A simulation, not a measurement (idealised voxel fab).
process module | voxel capacitor over wiring
cross-section cut | 275 nm wide | cells 5 nm
A cross-section is a grid of square cells, given in bands from the top down. A band is one or more rows of cells.
Each band's line starts with the height of the band's top and of its bottom, in nm. Then come its materials from left to right, each with its width in nm. One material with "throughout" fills the band from edge to edge. "air" is empty space.
Height 0 is the level under which the wafer as received is all one material. The lowest band goes on downwards, as in "0 down".
A width such as "30 to 40" changes by the same amount from each row of cells to the next, from the band's top row to its bottom row.
"no change" after a step means that no cell of the cross-section changed.
closed voids: empty space of 8 cells or more with no open way to the top, each as width x height at its distance from the left edge, in nm
after a step's settings: what the simulator itself notes on the step
overlay nm, on a step with a mask: how far to the right of its planned place the mask lay; to the left if negative
plan
1 op RECEIVE | material Si
2 op CONFORMAL_DEP | material SiO2 | thk nm 10
3 op DIRECTIONAL_DEP | material TiN | thk nm 5
4 op DIRECTIONAL_DEP | material Ru | thk nm 20
5 op PATTERN | tone cover | mask id METAL_1 | material resist | width nm 20 | pitch nm 75 | thk nm 20 | overlay nm 0
6 op DIRECTIONAL_ETCH | etch materials Ru | depth nm 20
7 op DIRECTIONAL_ETCH | etch materials TiN | depth nm 5
8 op STRIP | etch materials resist
9 op CONFORMAL_DEP | material SiN | thk nm 5
10 op FILL_DEP | material SiO2 | thk nm 5
11 op CMP | height nm 35
12 op CONFORMAL_DEP | material SiCN | thk nm 5
13 op DIRECTIONAL_DEP | material SiO2 | thk nm 15
14 op DIRECTIONAL_DEP | material aC | thk nm 15
15 op PATTERN | tone open | mask id PLUG_1 | material resist | width nm 15 | thk nm 30 | overlay nm 0
16 op DIRECTIONAL_ETCH | etch materials aC | depth nm 15
17 op STRIP | etch materials resist
18 op DIRECTIONAL_ETCH | etch materials SiO2 | depth nm 15
19 op DIRECTIONAL_ETCH | etch materials SiCN | depth nm 5
20 op STRIP | etch materials aC
21 op CONFORMAL_DEP | material TiN | thk nm 5
22 op FILL_DEP | material Ru | thk nm 5
23 op CMP | height nm 55
24 op DIRECTIONAL_DEP | material TiN | thk nm 5
25 op DIRECTIONAL_DEP | material Al2O3 | thk nm 5
26 op DIRECTIONAL_DEP | material TiN | thk nm 5
27 op MASKED_ETCH | tone cover | mask id UPPER_PLATE | width nm 60 | etch materials TiN | depth nm 5 | overlay nm 0
28 op MASKED_ETCH | tone cover | mask id UPPER_PLATE | width nm 60 | etch materials Al2O3 | depth nm 5 | overlay nm 0
29 op PATTERN | tone cover | mask id LOWER_PLATE | material resist | width nm 70 | thk nm 15 | overlay nm 0
30 op DIRECTIONAL_ETCH | etch materials TiN | depth nm 5
31 op STRIP | etch materials resist
32 op FILL_DEP | material SiO2 | thk nm 15
33 op CMP | height nm 80
34 op PATTERN | tone open | mask id PLUG_2 | material resist | width nm 15 | thk nm 20 | overlay nm 0
35 op DIRECTIONAL_ETCH | etch materials SiO2 | depth nm 10
36 op STRIP | etch materials resist
37 op CONFORMAL_DEP | material TiN | thk nm 5
38 op FILL_DEP | material Ru | thk nm 5
39 op CMP | height nm 80
40 op CONFORMAL_DEP | material SiCN | thk nm 5
first wafer, as planned
as received, after step 1
  0 down: Si throughout
  closed voids: none
after step 2
  10 to 0: SiO2 throughout
  below 0: unchanged
after step 3
  15 to 10: TiN throughout
  below 10: unchanged
after step 4
  35 to 15: Ru throughout
  below 15: unchanged
after step 5
  55 to 35: air 90 | resist 20 | air 55 | resist 20 | air 90
  below 35: unchanged
after step 6
  55 to 35: air 90 | resist 20 | air 55 | resist 20 | air 90
  35 to 15: air 90 | Ru 20 | air 55 | Ru 20 | air 90
  below 15: unchanged
after step 7
  55 to 35: air 90 | resist 20 | air 55 | resist 20 | air 90
  35 to 15: air 90 | Ru 20 | air 55 | Ru 20 | air 90
  15 to 10: air 90 | TiN 20 | air 55 | TiN 20 | air 90
  below 10: unchanged
after step 8
  35 to 15: air 90 | Ru 20 | air 55 | Ru 20 | air 90
  below 15: unchanged
after step 9
  40 to 35: air 85 | SiN 30 | air 45 | SiN 30 | air 85
  35 to 15: air 85 | SiN 5 | Ru 20 | SiN 5 | air 45 | SiN 5 | Ru 20 | SiN 5 | air 85
  15 to 10: SiN 90 | TiN 20 | SiN 55 | TiN 20 | SiN 90
  below 10: unchanged
after step 10
  45 to 40: SiO2 throughout
  40 to 35: SiO2 85 | SiN 30 | SiO2 45 | SiN 30 | SiO2 85
  35 to 15: SiO2 85 | SiN 5 | Ru 20 | SiN 5 | SiO2 45 | SiN 5 | Ru 20 | SiN 5 | SiO2 85
  below 15: unchanged
after step 11
  35 to 15: SiO2 85 | SiN 5 | Ru 20 | SiN 5 | SiO2 45 | SiN 5 | Ru 20 | SiN 5 | SiO2 85
  below 15: unchanged
after step 12
  40 to 35: SiCN throughout
  below 35: unchanged
after step 13
  55 to 40: SiO2 throughout
  below 40: unchanged
after step 14
  70 to 55: aC throughout
  below 55: unchanged
after step 15
  100 to 70: resist 95 | air 15 | resist 165
  below 70: unchanged
after step 16
  85 to 70: resist 95 | air 15 | resist 165
  70 to 55: aC 95 | air 15 | aC 165
  below 55: unchanged
after step 17
  70 to 55: aC 95 | air 15 | aC 165
  below 55: unchanged
after step 18
  70 to 55: aC 95 | air 15 | aC 165
  55 to 40: SiO2 95 | air 15 | SiO2 165
  below 40: unchanged
after step 19
  70 to 55: aC 95 | air 15 | aC 165
  55 to 40: SiO2 95 | air 15 | SiO2 165
  40 to 35: SiCN 95 | air 15 | SiCN 165
  below 35: unchanged
after step 20
  55 to 40: SiO2 95 | air 15 | SiO2 165
  below 40: unchanged
after step 21
  60 to 55: TiN 100 | air 5 | TiN 170
  55 to 40: SiO2 95 | TiN 5 | air 5 | TiN 5 | SiO2 165
  40 to 35: SiCN 95 | TiN 15 | SiCN 165
  below 35: unchanged
after step 22
  65 to 60: Ru throughout
  60 to 55: TiN 100 | Ru 5 | TiN 170
  55 to 40: SiO2 95 | TiN 5 | Ru 5 | TiN 5 | SiO2 165
  below 40: unchanged
after step 23
  55 to 40: SiO2 95 | TiN 5 | Ru 5 | TiN 5 | SiO2 165
  below 40: unchanged
after step 24
  60 to 55: TiN throughout
  below 55: unchanged
after step 25
  65 to 60: Al2O3 throughout
  below 60: unchanged
after step 26
  70 to 65: TiN throughout
  below 65: unchanged
after step 27
  70 to 65: air 95 | TiN 60 | air 120
  below 65: unchanged
after step 28
  70 to 65: air 95 | TiN 60 | air 120
  65 to 60: air 95 | Al2O3 60 | air 120
  below 60: unchanged
after step 29
  85 to 70: air 90 | resist 70 | air 115
  70 to 65: air 90 | resist 5 | TiN 60 | resist 5 | air 115
  65 to 60: air 90 | resist 5 | Al2O3 60 | resist 5 | air 115
  below 60: unchanged
after step 30
  85 to 70: air 90 | resist 70 | air 115
  70 to 65: air 90 | resist 5 | TiN 60 | resist 5 | air 115
  65 to 60: air 90 | resist 5 | Al2O3 60 | resist 5 | air 115
  60 to 55: air 90 | TiN 70 | air 115
  below 55: unchanged
after step 31
  70 to 65: air 95 | TiN 60 | air 120
  65 to 60: air 95 | Al2O3 60 | air 120
  below 60: unchanged
after step 32
  85 to 70: SiO2 throughout
  70 to 65: SiO2 95 | TiN 60 | SiO2 120
  65 to 60: SiO2 95 | Al2O3 60 | SiO2 120
  60 to 55: SiO2 90 | TiN 70 | SiO2 115
  below 55: unchanged
after step 33
  80 to 70: SiO2 throughout
  below 70: unchanged
after step 34
  100 to 80: resist 105 | air 15 | resist 155
  below 80: unchanged
after step 35
  100 to 80: resist 105 | air 15 | resist 155
  80 to 70: SiO2 105 | air 15 | SiO2 155
  below 70: unchanged
after step 36
  80 to 70: SiO2 105 | air 15 | SiO2 155
  below 70: unchanged
after step 37
  85 to 80: TiN 110 | air 5 | TiN 160
  80 to 75: SiO2 105 | TiN 5 | air 5 | TiN 5 | SiO2 155
  75 to 65: SiO2 105 to 95 | TiN 15 to 60 | SiO2 155 to 120
  below 65: unchanged
after step 38
  90 to 85: Ru throughout
  85 to 80: TiN 110 | Ru 5 | TiN 160
  80 to 75: SiO2 105 | TiN 5 | Ru 5 | TiN 5 | SiO2 155
  below 75: unchanged
after step 39
  80 to 75: SiO2 105 | TiN 5 | Ru 5 | TiN 5 | SiO2 155
  below 75: unchanged
after step 40
  85 to 80: SiCN throughout
  below 80: unchanged
second wafer: like start, like plan, one mistake. Through step 17 it matches the first wafer
when step 18 should have ended
  70 to 55: aC 95 | air 15 | aC 165
  55 to 40: SiO2 95 | air 15 | SiO2 165
  below 40: unchanged
when step 19 should have ended
  70 to 55: aC 95 | air 15 | aC 165
  55 to 40: SiO2 95 | air 15 | SiO2 165
  40 to 35: SiCN 95 | air 15 | SiCN 165
  below 35: unchanged
when step 20 should have ended
  55 to 40: SiO2 95 | air 15 | SiO2 165
  below 40: unchanged
when step 21 should have ended
  60 to 55: TiN 100 | air 5 | TiN 170
  55 to 40: SiO2 95 | TiN 5 | air 5 | TiN 5 | SiO2 165
  40 to 35: SiCN 95 | TiN 15 | SiCN 165
  below 35: unchanged
when step 22 should have ended
  65 to 60: Ru throughout
  60 to 55: TiN 100 | Ru 5 | TiN 170
  55 to 40: SiO2 95 | TiN 5 | Ru 5 | TiN 5 | SiO2 165
  below 40: unchanged
when step 23 should have ended
  55 to 40: SiO2 95 | TiN 5 | Ru 5 | TiN 5 | SiO2 165
  below 40: unchanged
when step 24 should have ended
  60 to 55: TiN throughout
  below 55: unchanged
when step 25 should have ended
  65 to 60: Al2O3 throughout
  below 60: unchanged
when step 26 should have ended
  70 to 65: TiN throughout
  below 65: unchanged
when step 27 should have ended
  70 to 65: air 95 | TiN 60 | air 120
  below 65: unchanged
when step 28 should have ended
  70 to 65: air 95 | TiN 60 | air 120
  65 to 60: air 95 | Al2O3 60 | air 120
  below 60: unchanged
when step 29 should have ended
  85 to 70: air 90 | resist 70 | air 115
  70 to 65: air 90 | resist 5 | TiN 60 | resist 5 | air 115
  65 to 60: air 90 | resist 5 | Al2O3 60 | resist 5 | air 115
  below 60: unchanged
when step 30 should have ended
  85 to 70: air 90 | resist 70 | air 115
  70 to 65: air 90 | resist 5 | TiN 60 | resist 5 | air 115
  65 to 60: air 90 | resist 5 | Al2O3 60 | resist 5 | air 115
  60 to 55: air 90 | TiN 70 | air 115
  below 55: unchanged
when step 31 should have ended
  70 to 65: air 95 | TiN 60 | air 120
  65 to 60: air 95 | Al2O3 60 | air 120
  below 60: unchanged
when step 32 should have ended
  85 to 70: SiO2 throughout
  70 to 65: SiO2 95 | TiN 60 | SiO2 120
  65 to 60: SiO2 95 | Al2O3 60 | SiO2 120
  60 to 55: SiO2 90 | TiN 70 | SiO2 115
  below 55: unchanged
when step 33 should have ended
  80 to 70: SiO2 throughout
  below 70: unchanged
when step 34 should have ended
  100 to 80: resist 105 | air 15 | resist 155
  below 80: unchanged
when step 35 should have ended
  100 to 80: resist 105 | air 15 | resist 155
  80 to 70: SiO2 105 | air 15 | SiO2 155
  below 70: unchanged
when step 36 should have ended
  80 to 70: SiO2 105 | air 15 | SiO2 155
  below 70: unchanged
when step 37 should have ended
  85 to 80: TiN 110 | air 5 | TiN 160
  80 to 75: SiO2 105 | TiN 5 | air 5 | TiN 5 | SiO2 155
  75 to 65: SiO2 105 to 95 | TiN 15 to 60 | SiO2 155 to 120
  below 65: unchanged
when step 38 should have ended
  90 to 85: Ru throughout
  85 to 80: TiN 110 | Ru 5 | TiN 160
  80 to 75: SiO2 105 | TiN 5 | Ru 5 | TiN 5 | SiO2 155
  below 75: unchanged
when step 39 should have ended
  80 to 75: SiO2 105 | TiN 5 | Ru 5 | TiN 5 | SiO2 155
  below 75: unchanged
when step 40 should have ended
  85 to 80: SiCN throughout
  below 80: unchanged
what went wrong: step 18 was run twice
at the end the two cross-sections are the same: no effect in what this model computes
